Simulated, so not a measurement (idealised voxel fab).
process module | voxel transistor to metal
cross-section cut | 285 nm wide | cells 5 nm
A cross-section is a grid of square cells, given in bands from the top down. A band is one or more rows of cells.
Each band's line starts with the height of the band's top and of its bottom, in nm. Then come its materials from left to right, each with its width in nm. One material with "throughout" fills the band from edge to edge. "air" is empty space.
Height 0 is the level under which the wafer as received is all one material. The lowest band goes on downwards, as in "0 down".
A width such as "30 to 40" changes by the same amount from each row of cells to the next, from the band's top row to its bottom row.
"no change" after a step means that no cell of the cross-section changed.
closed voids: empty space of 8 cells or more with no open way to the top, each as width x height at its distance from the left edge, in nm
after a step's settings: what the simulator itself notes on the step
overlay nm, on a step with a mask: how far to the right of its planned place the mask lay; to the left if negative
plan
1 op RECEIVE | material Si
2 op OXIDIZE | depth nm 5
3 op CONFORMAL_DEP | material SiN | thk nm 10
4 op PATTERN | tone cover | mask id ACTIVE | material resist | width nm 115 | pitch nm 135 | thk nm 15 | overlay nm 0
5 op DIRECTIONAL_ETCH | etch materials SiN | depth nm 10
6 op DIRECTIONAL_ETCH | etch materials SiO2 | depth nm 5
7 op DIRECTIONAL_ETCH | etch materials Si | depth nm 20
8 op STRIP | etch materials resist
9 op FILL_DEP | material SiO2 | thk nm 15
10 op CMP | height nm 10
11 op SELECTIVE_ETCH | etch materials SiO2 | depth nm 10
12 op STRIP | etch materials SiN
13 op SELECTIVE_ETCH | etch materials SiO2 | depth nm 5
14 op OXIDIZE | depth nm 5
15 op DIRECTIONAL_DEP | material polySi | thk nm 25
16 op DIRECTIONAL_DEP | material SiCN | thk nm 10
17 op MASKED_ETCH | tone cover | mask id GATE | width nm 15 | pitch nm 135 | etch materials SiCN | depth nm 20 | overlay nm 0
18 op MASKED_ETCH | tone cover | mask id GATE | width nm 15 | pitch nm 135 | etch materials polySi | depth nm 35 | overlay nm 0
19 op CONFORMAL_DEP | material SiN | thk nm 5
20 op DIRECTIONAL_ETCH | etch materials SiN | depth nm 5
21 op DIRECTIONAL_ETCH | etch materials SiO2 | depth nm 5
22 op EPI | material nSi | thk nm 5
23 op FILL_DEP | material SiO2 | thk nm 5
24 op CMP | height nm 30
25 op DIRECTIONAL_DEP | material SiO2 | thk nm 15
26 op MASKED_ETCH | tone open | mask id CONTACT | width nm 20 | etch materials SiO2 | depth nm 50 | overlay nm 0
27 op CONFORMAL_DEP | material TiN | thk nm 5
28 op FILL_DEP | material W | thk nm 5
29 op CMP | height nm 45
30 op CONFORMAL_DEP | material SiCN | thk nm 5
31 op DIRECTIONAL_DEP | material SiO2 | thk nm 25
32 op PATTERN | tone open | mask id METAL_1 | material resist | width nm 20 | thk nm 20 | overlay nm 0
33 op DIRECTIONAL_ETCH | etch materials SiO2 | depth nm 25
34 op DIRECTIONAL_ETCH | etch materials SiCN | depth nm 5
35 op STRIP | etch materials resist
36 op CONFORMAL_DEP | material TiN | thk nm 5
37 op FILL_DEP | material Cu | thk nm 10
38 op CMP | height nm 75
39 op CONFORMAL_DEP | material SiCN | thk nm 5
as received, after step 1
  0 down: Si throughout
  closed voids: none
first wafer at the end, as planned
  80 to 75: SiCN throughout
  75 to 50: SiO2 25 | TiN 5 | Cu 10 | TiN 5 | SiO2 55 | TiN 5 | Cu 10 | TiN 5 | SiO2 40 | TiN 5 | Cu 10 | TiN 5 | SiO2 55 | TiN 5 | Cu 10 | TiN 5 | SiO2 30
  50 to 45: SiCN 25 | TiN 20 | SiCN 55 | TiN 20 | SiCN 40 | TiN 20 | SiCN 55 | TiN 20 | SiCN 30
  45 to 30: SiO2 25 | TiN 5 | W 10 | TiN 5 | SiO2 55 | TiN 5 | W 10 | TiN 5 | SiO2 40 | TiN 5 | W 10 | TiN 5 | SiO2 55 | TiN 5 | W 10 | TiN 5 | SiO2 30
  30 to 20: SiO2 25 | TiN 5 | W 10 | TiN 5 | SiO2 15 | SiN 5 | SiCN 15 | SiN 5 | SiO2 15 | TiN 5 | W 10 | TiN 5 | SiO2 40 | TiN 5 | W 10 | TiN 5 | SiO2 15 | SiN 5 | SiCN 15 | SiN 5 | SiO2 15 | TiN 5 | W 10 | TiN 5 | SiO2 30
  20 to 0: SiO2 25 | TiN 5 | W 10 | TiN 5 | SiO2 15 | SiN 5 | polySi 15 | SiN 5 | SiO2 15 | TiN 5 | W 10 | TiN 5 | SiO2 40 | TiN 5 | W 10 | TiN 5 | SiO2 15 | SiN 5 | polySi 15 | SiN 5 | SiO2 15 | TiN 5 | W 10 | TiN 5 | SiO2 30
  0 to -5: SiO2 25 | TiN 20 | SiO2 15 | SiN 5 | polySi 15 | SiN 5 | SiO2 15 | TiN 20 | SiO2 40 | TiN 20 | SiO2 15 | SiN 5 | polySi 15 | SiN 5 | SiO2 15 | TiN 20 | SiO2 30
  -5 to -10: SiO2 10 | nSi 50 | SiO2 25 | nSi 50 | SiO2 10 | nSi 50 | SiO2 25 | nSi 50 | SiO2 15
  -10 to -25: SiO2 15 | Si 115 | SiO2 20 | Si 115 | SiO2 20
  -25 down: Si throughout
  closed voids: none
second wafer at the end: like start, like plan, one mistake
  80 to 75: SiCN throughout
  75 to 50: SiO2 25 | TiN 5 | Cu 10 | TiN 5 | SiO2 55 | TiN 5 | Cu 10 | TiN 5 | SiO2 40 | TiN 5 | Cu 10 | TiN 5 | SiO2 55 | TiN 5 | Cu 10 | TiN 5 | SiO2 30
  50 to 45: SiCN 25 | TiN 20 | SiCN 55 | TiN 20 | SiCN 40 | TiN 20 | SiCN 55 | TiN 20 | SiCN 30
  45 to 30: SiO2 25 | TiN 5 | W 10 | TiN 5 | SiO2 55 | TiN 5 | W 10 | TiN 5 | SiO2 40 | TiN 5 | W 10 | TiN 5 | SiO2 55 | TiN 5 | W 10 | TiN 5 | SiO2 30
  30 to 20: SiO2 25 | TiN 5 | W 10 | TiN 5 | SiO2 15 | SiN 5 | SiCN 15 | SiN 5 | SiO2 15 | TiN 5 | W 10 | TiN 5 | SiO2 40 | TiN 5 | W 10 | TiN 5 | SiO2 15 | SiN 5 | SiCN 15 | SiN 5 | SiO2 15 | TiN 5 | W 10 | TiN 5 | SiO2 30
  20 to 10: SiO2 25 | TiN 5 | W 10 | TiN 5 | SiO2 15 | SiN 5 | polySi 15 | SiN 5 | SiO2 15 | TiN 5 | W 10 | TiN 5 | SiO2 40 | TiN 5 | W 10 | TiN 5 | SiO2 15 | SiN 5 | polySi 15 | SiN 5 | SiO2 15 | TiN 5 | W 10 | TiN 5 | SiO2 30
  10 to 5: SiO2 25 | TiN 20 | SiO2 15 | SiN 5 | polySi 15 | SiN 5 | SiO2 15 | TiN 20 | SiO2 40 | TiN 20 | SiO2 15 | SiN 5 | polySi 15 | SiN 5 | SiO2 15 | TiN 20 | SiO2 30
  5 to -5: nSi 60 | SiN 5 | polySi 15 | SiN 5 | nSi 110 | SiN 5 | polySi 15 | SiN 5 | nSi 60 | SiO2 5
  -5 to -10: nSi 60 | SiO2 25 | nSi 110 | SiO2 25 | nSi 60 | SiO2 5
  -10 to -25: SiO2 15 | Si 115 | SiO2 20 | Si 115 | SiO2 20
  -25 down: Si throughout
  closed voids: none
what went wrong: step 22 ran as: op EPI | material nSi | thk nm 15
at the end the second wafer has, in cells: 66 fewer of SiO2 | 16 fewer of TiN | 16 fewer of W | 98 more of nSi
